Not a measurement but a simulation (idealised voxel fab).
process module | voxel transistor to metal
cross-section cut | 265 nm wide | cells 5 nm
A cross-section is a grid of square cells, given in bands from the top down. A band is one or more rows of cells.
Each band's line starts with the height of the band's top and of its bottom, in nm. Then come its materials from left to right, each with its width in nm. One material with "throughout" fills the band from edge to edge. "air" is empty space.
Height 0 is the level under which the wafer as received is all one material. The lowest band goes on downwards, as in "0 down".
A width such as "30 to 40" changes by the same amount from each row of cells to the next, from the band's top row to its bottom row.
"no change" after a step means that no cell of the cross-section changed.
closed voids: empty space of 8 cells or more with no open way to the top, each as width x height at its distance from the left edge, in nm
after a step's settings: what the simulator itself notes on the step
overlay nm, on a step with a mask: how far to the right of its planned place the mask lay; to the left if negative
plan
1 op RECEIVE | material Si
2 op CONFORMAL_DEP | material SiO2 | thk nm 5
3 op CONFORMAL_DEP | material SiN | thk nm 10
4 op PATTERN | tone cover | mask id ACTIVE | material resist | width nm 100 | pitch nm 125 | thk nm 20 | overlay nm 0
5 op DIRECTIONAL_ETCH | etch materials SiN | depth nm 10
6 op DIRECTIONAL_ETCH | etch materials SiO2 | depth nm 5
7 op DIRECTIONAL_ETCH | etch materials Si | depth nm 25
8 op STRIP | etch materials resist
9 op OXIDIZE | depth nm 5
10 op FILL_DEP | material SiO2 | thk nm 5
11 op CMP | height nm 15
12 op SELECTIVE_ETCH | etch materials SiO2 | depth nm 10
13 op STRIP | etch materials SiN
14 op SELECTIVE_ETCH | etch materials SiO2 | depth nm 5
15 op OXIDIZE | depth nm 5
16 op DIRECTIONAL_DEP | material polySi | thk nm 30
17 op DIRECTIONAL_DEP | material SiCN | thk nm 15
18 op DIRECTIONAL_DEP | material aC | thk nm 15
19 op PATTERN | tone cover | mask id GATE | material resist | width nm 20 | pitch nm 125 | thk nm 30 | overlay nm 0
20 op DIRECTIONAL_ETCH | etch materials aC | depth nm 15
21 op STRIP | etch materials resist
22 op DIRECTIONAL_ETCH | etch materials SiCN | depth nm 25
23 op DIRECTIONAL_ETCH | etch materials polySi | depth nm 40
24 op STRIP | etch materials aC
25 op CONFORMAL_DEP | material SiN | thk nm 10
26 op DIRECTIONAL_ETCH | etch materials SiN | depth nm 10
27 op DIRECTIONAL_ETCH | etch materials SiO2 | depth nm 5
28 op DIRECTIONAL_ETCH | etch materials Si | depth nm 10
29 op EPI | material SiGe | thk nm 15
30 op FILL_DEP | material SiO2 | thk nm 5
31 op CMP | height nm 45
32 op DIRECTIONAL_DEP | material SiO2 | thk nm 15
33 op DIRECTIONAL_DEP | material aC | thk nm 15
34 op PATTERN | tone open | mask id CONTACT | material resist | width nm 20 | thk nm 35 | overlay nm -10
35 op DIRECTIONAL_ETCH | etch materials aC | depth nm 15
36 op STRIP | etch materials resist
37 op DIRECTIONAL_ETCH | etch materials SiO2 | depth nm 60
38 op STRIP | etch materials aC
39 op CONFORMAL_DEP | material TiN | thk nm 5
40 op FILL_DEP | material Ru | thk nm 10
41 op CMP | height nm 60
42 op CONFORMAL_DEP | material SiN | thk nm 5
43 op DIRECTIONAL_DEP | material lowk | thk nm 20
44 op PATTERN | tone open | mask id METAL_1 | material resist | width nm 20 | thk nm 20 | overlay nm 0
45 op DIRECTIONAL_ETCH | etch materials lowk | depth nm 20
46 op DIRECTIONAL_ETCH | etch materials SiN | depth nm 5
47 op STRIP | etch materials resist
48 op CONFORMAL_DEP | material TiN | thk nm 5
49 op FILL_DEP | material Ru | thk nm 5
50 op CMP | height nm 85
51 op CONFORMAL_DEP | material SiCN | thk nm 5
52 op DIRECTIONAL_DEP | material lowk | thk nm 25
53 op DIRECTIONAL_DEP | material aC | thk nm 15
54 op PATTERN | tone open | mask id METAL_2_HOLES | material resist | width nm 15 | pitch nm 125 | thk nm 35 | overlay nm 0
55 op DIRECTIONAL_ETCH | etch materials aC | depth nm 15
56 op STRIP | etch materials resist
57 op DIRECTIONAL_ETCH | etch materials lowk | depth nm 25
58 op STRIP | etch materials aC
59 op PATTERN | tone open | mask id METAL_2 | material resist | width nm 20 | pitch nm 125 | thk nm 20 | overlay nm 0
60 op DIRECTIONAL_ETCH | etch materials lowk | depth nm 15
61 op DIRECTIONAL_ETCH | etch materials SiCN | depth nm 5
62 op STRIP | etch materials resist
63 op CONFORMAL_DEP | material TiN | thk nm 5
64 op FILL_DEP | material Ru | thk nm 10
65 op CMP | height nm 115
66 op CONFORMAL_DEP | material SiN | thk nm 5
varied across the wafers: overlay nm of step 34. The plan shows the first wafer's value. All wafers start alike
first wafer as received, after step 1
  0 down: Si throughout
  closed voids: none
first wafer at the end, after step 66
  120 to 115: SiN throughout
  115 to 105: lowk 25 | TiN 5 | Ru 10 | TiN 5 | lowk 105 | TiN 5 | Ru 10 | TiN 5 | lowk 95
  105 to 100: lowk 25 | TiN 5 | Ru 5 | TiN 10 | lowk 105 | TiN 5 | Ru 5 | TiN 10 | lowk 95
  100 to 90: lowk 25 | TiN 5 | Ru 5 | TiN 5 | lowk 110 | TiN 5 | Ru 5 | TiN 5 | lowk 100
  90 to 85: SiCN 25 | TiN 15 | SiCN 110 | TiN 15 | SiCN 100
  85 to 65: lowk 25 | TiN 5 | Ru 10 | TiN 5 | lowk 50 | TiN 5 | Ru 10 | TiN 5 | lowk 35 | TiN 5 | Ru 10 | TiN 5 | lowk 50 | TiN 5 | Ru 10 | TiN 5 | lowk 25
  65 to 60: SiN 25 | TiN 20 | SiN 50 | TiN 20 | SiN 35 | TiN 20 | SiN 50 | TiN 20 | SiN 25
  60 to 50: SiO2 15 | TiN 5 | Ru 10 | TiN 5 | SiO2 50 | TiN 5 | Ru 10 | TiN 5 | SiO2 35 | TiN 5 | Ru 10 | TiN 5 | SiO2 50 | TiN 5 | Ru 10 | TiN 5 | SiO2 35
  50 to 45: SiO2 15 | TiN 5 | Ru 10 | TiN 5 | SiO2 50 | TiN 10 | Ru 5 | TiN 5 | SiO2 35 | TiN 5 | Ru 10 | TiN 5 | SiO2 50 | TiN 10 | Ru 5 | TiN 5 | SiO2 35
  45 to 30: SiO2 15 | TiN 5 | Ru 10 | TiN 5 | SiO2 15 | SiN 10 | SiCN 20 | SiN 10 | TiN 5 | Ru 5 | TiN 5 | SiO2 35 | TiN 5 | Ru 10 | TiN 5 | SiO2 15 | SiN 10 | SiCN 20 | SiN 10 | TiN 5 | Ru 5 | TiN 5 | SiO2 35
  30 to 15: SiO2 15 | TiN 5 | Ru 10 | TiN 5 | SiO2 15 | SiN 10 | polySi 20 | SiN 10 | TiN 5 | Ru 5 | TiN 5 | SiO2 35 | TiN 5 | Ru 10 | TiN 5 | SiO2 15 | SiN 10 | polySi 20 | SiN 10 | TiN 5 | Ru 5 | TiN 5 | SiO2 35
  15 to 10: SiO2 15 | TiN 5 | Ru 10 | TiN 5 | SiO2 15 | SiN 10 | polySi 20 | SiN 10 | TiN 15 | SiO2 35 | TiN 5 | Ru 10 | TiN 5 | SiO2 15 | SiN 10 | polySi 20 | SiN 10 | TiN 15 | SiO2 35
  10 to 5: SiO2 15 | TiN 5 | Ru 10 | TiN 5 | SiGe 15 | SiN 10 | polySi 20 | SiN 10 | SiGe 15 | SiO2 35 | TiN 5 | Ru 10 | TiN 5 | SiGe 15 | SiN 10 | polySi 20 | SiN 10 | SiGe 15 | SiO2 35
  5 to 0: SiO2 15 | TiN 20 | SiGe 15 | SiN 10 | polySi 20 | SiN 10 | SiGe 15 | SiO2 35 | TiN 20 | SiGe 15 | SiN 10 | polySi 20 | SiN 10 | SiGe 15 | SiO2 35
  0 to -5: SiO2 20 | SiGe 30 | SiO2 40 | SiGe 30 | SiO2 25 | SiGe 30 | SiO2 40 | SiGe 30 | SiO2 20
  -5 to -15: SiO2 25 | SiGe 25 | Si 40 | SiGe 25 | SiO2 35 | SiGe 25 | Si 40 | SiGe 25 | SiO2 25
  -15 to -30: SiO2 25 | Si 90 | SiO2 35 | Si 90 | SiO2 25
  -30 down: Si throughout
  closed voids: none
last wafer at the end
  120 to 115: SiN throughout
  115 to 105: lowk 25 | TiN 5 | Ru 10 | TiN 5 | lowk 105 | TiN 5 | Ru 10 | TiN 5 | lowk 95
  105 to 100: lowk 25 | TiN 5 | Ru 5 | TiN 10 | lowk 105 | TiN 5 | Ru 5 | TiN 10 | lowk 95
  100 to 90: lowk 25 | TiN 5 | Ru 5 | TiN 5 | lowk 110 | TiN 5 | Ru 5 | TiN 5 | lowk 100
  90 to 85: SiCN 25 | TiN 15 | SiCN 110 | TiN 15 | SiCN 100
  85 to 65: lowk 25 | TiN 5 | Ru 10 | TiN 5 | lowk 50 | TiN 5 | Ru 10 | TiN 5 | lowk 35 | TiN 5 | Ru 10 | TiN 5 | lowk 50 | TiN 5 | Ru 10 | TiN 5 | lowk 25
  65 to 60: SiN 25 | TiN 20 | SiN 50 | TiN 20 | SiN 35 | TiN 20 | SiN 50 | TiN 20 | SiN 25
  60 to 50: SiO2 35 | TiN 5 | Ru 10 | TiN 5 | SiO2 50 | TiN 5 | Ru 10 | TiN 5 | SiO2 35 | TiN 5 | Ru 10 | TiN 5 | SiO2 50 | TiN 5 | Ru 10 | TiN 5 | SiO2 15
  50 to 45: SiO2 35 | TiN 5 | Ru 5 | TiN 10 | SiO2 50 | TiN 5 | Ru 10 | TiN 5 | SiO2 35 | TiN 5 | Ru 5 | TiN 10 | SiO2 50 | TiN 5 | Ru 10 | TiN 5 | SiO2 15
  45 to 30: SiO2 35 | TiN 5 | Ru 5 | TiN 5 | SiN 10 | SiCN 20 | SiN 10 | SiO2 15 | TiN 5 | Ru 10 | TiN 5 | SiO2 35 | TiN 5 | Ru 5 | TiN 5 | SiN 10 | SiCN 20 | SiN 10 | SiO2 15 | TiN 5 | Ru 10 | TiN 5 | SiO2 15
  30 to 15: SiO2 35 | TiN 5 | Ru 5 | TiN 5 | SiN 10 | polySi 20 | SiN 10 | SiO2 15 | TiN 5 | Ru 10 | TiN 5 | SiO2 35 | TiN 5 | Ru 5 | TiN 5 | SiN 10 | polySi 20 | SiN 10 | SiO2 15 | TiN 5 | Ru 10 | TiN 5 | SiO2 15
  15 to 10: SiO2 35 | TiN 15 | SiN 10 | polySi 20 | SiN 10 | SiO2 15 | TiN 5 | Ru 10 | TiN 5 | SiO2 35 | TiN 15 | SiN 10 | polySi 20 | SiN 10 | SiO2 15 | TiN 5 | Ru 10 | TiN 5 | SiO2 15
  10 to 5: SiO2 35 | SiGe 15 | SiN 10 | polySi 20 | SiN 10 | SiGe 15 | TiN 5 | Ru 10 | TiN 5 | SiO2 35 | SiGe 15 | SiN 10 | polySi 20 | SiN 10 | SiGe 15 | TiN 5 | Ru 10 | TiN 5 | SiO2 15
  5 to 0: SiO2 35 | SiGe 15 | SiN 10 | polySi 20 | SiN 10 | SiGe 15 | TiN 20 | SiO2 35 | SiGe 15 | SiN 10 | polySi 20 | SiN 10 | SiGe 15 | TiN 20 | SiO2 15
  0 to -5: SiO2 20 | SiGe 30 | SiO2 40 | SiGe 30 | SiO2 25 | SiGe 30 | SiO2 40 | SiGe 30 | SiO2 20
  -5 to -15: SiO2 25 | SiGe 25 | Si 40 | SiGe 25 | SiO2 35 | SiGe 25 | Si 40 | SiGe 25 | SiO2 25
  -15 to -30: SiO2 25 | Si 90 | SiO2 35 | Si 90 | SiO2 25
  -30 down: Si throughout
  closed voids: none
each wafer at the end: cells of each material gained (+) or lost (-) since it was received, then its closed voids
overlay nm -10 | +112 Ru | -178 Si | +71 SiCN | +88 SiGe | +162 SiN | +420 SiO2 | +172 TiN | +377 lowk | +48 polySi | closed voids: none
overlay nm -5 | +122 Ru | -178 Si | +71 SiCN | +88 SiGe | +162 SiN | +406 SiO2 | +176 TiN | +377 lowk | +48 polySi | closed voids: none
overlay nm 0 | +118 Ru | -178 Si | +71 SiCN | +88 SiGe | +162 SiN | +406 SiO2 | +180 TiN | +377 lowk | +48 polySi | closed voids: none
overlay nm 5 | +122 Ru | -178 Si | +71 SiCN | +88 SiGe | +162 SiN | +406 SiO2 | +176 TiN | +377 lowk | +48 polySi | closed voids: none
overlay nm 10 | +112 Ru | -178 Si | +71 SiCN | +88 SiGe | +162 SiN | +420 SiO2 | +172 TiN | +377 lowk | +48 polySi | closed voids: none
